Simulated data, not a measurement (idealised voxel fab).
voxel plated lines: a process module
It is cross-section cut that appears here, measuring 230 nm in width, its square cells being 5 nm in size.
We lay out every cross-section as a grid of square cells and spell it out in bands from the top down, where one band means one or more rows of cells. The band entry comprises the height of the band's top followed by the height of its bottom, expressed in nm, and subsequently the band's materials from left to right, each stated together with its width in nm. Where a single material is marked with the word "edge to edge", that material fills the band from edge to edge. The word "air" represents empty space. Height reference: 0 = level under which incoming wafer is all one material. Lowest band: no bottom, runs on downward, e.g. "0 -> down". It should be noted that a width expressed as "30->40" varies in equal increments from row to row of cells within the band, taking the value of the first number at the top row and that of the second number at the bottom row. Step marked "nothing altered"? Then no cell in the cross-section changed in it. You'll see "Sealed void listing" listing empty spaces that have no way open to the top, as long as they're 8 cells or more; the notation is width x height at distance, where the distance is from the left edge, and all of it is in nm. Step line, after settings: the simulator's comment on this step. overlay nm: mask offset rightward from planned place, masked step; negative means leftward offset.

Planned process steps:
1 RECEIVE (material Si)
2 CONFORMAL_DEP (material SiN; thk nm 15)
3 DIRECTIONAL_DEP (material TiN; thk nm 5)
4 PATTERN (tone open; mask id LINES; material resist; width nm 15; pitch nm 35; thk nm 20; overlay nm 0)
5 EPI (material Ru; thk nm 5)
6 STRIP (etch materials resist)
7 DIRECTIONAL_ETCH (etch materials TiN; depth nm 5)
8 CONFORMAL_DEP (material SiN; thk nm 10)

This is the cross-section of the wafer as we received it, i.e. after step 1:
> 0 -> down  Si edge to edge
> Sealed void listing: none

Starting structure and process plan are as shown above, but one mistake was made in running the module; the wafer cross-section at the end of the module follows:
> 35 -> 25  air 40, then SiN 140, then air 50
> 25 -> 20  SiN 50, then Ru 15, then SiN 20, then Ru 15, then SiN 20, then Ru 15, then SiN 20, then Ru 15, then SiN 60
> 20 -> 15  SiN 50, then TiN 15, then SiN 20, then TiN 15, then SiN 20, then TiN 15, then SiN 20, then TiN 15, then SiN 60
> 15 -> 0  SiN edge to edge
> 0 -> down  Si edge to edge
> Sealed void listing: none
Deviation from plan: for step 4, the planned setting was not used; the step was instead run as PATTERN (tone open; mask id LINES; material resist; width nm 15; pitch nm 35; thk nm 20; overlay nm -5)
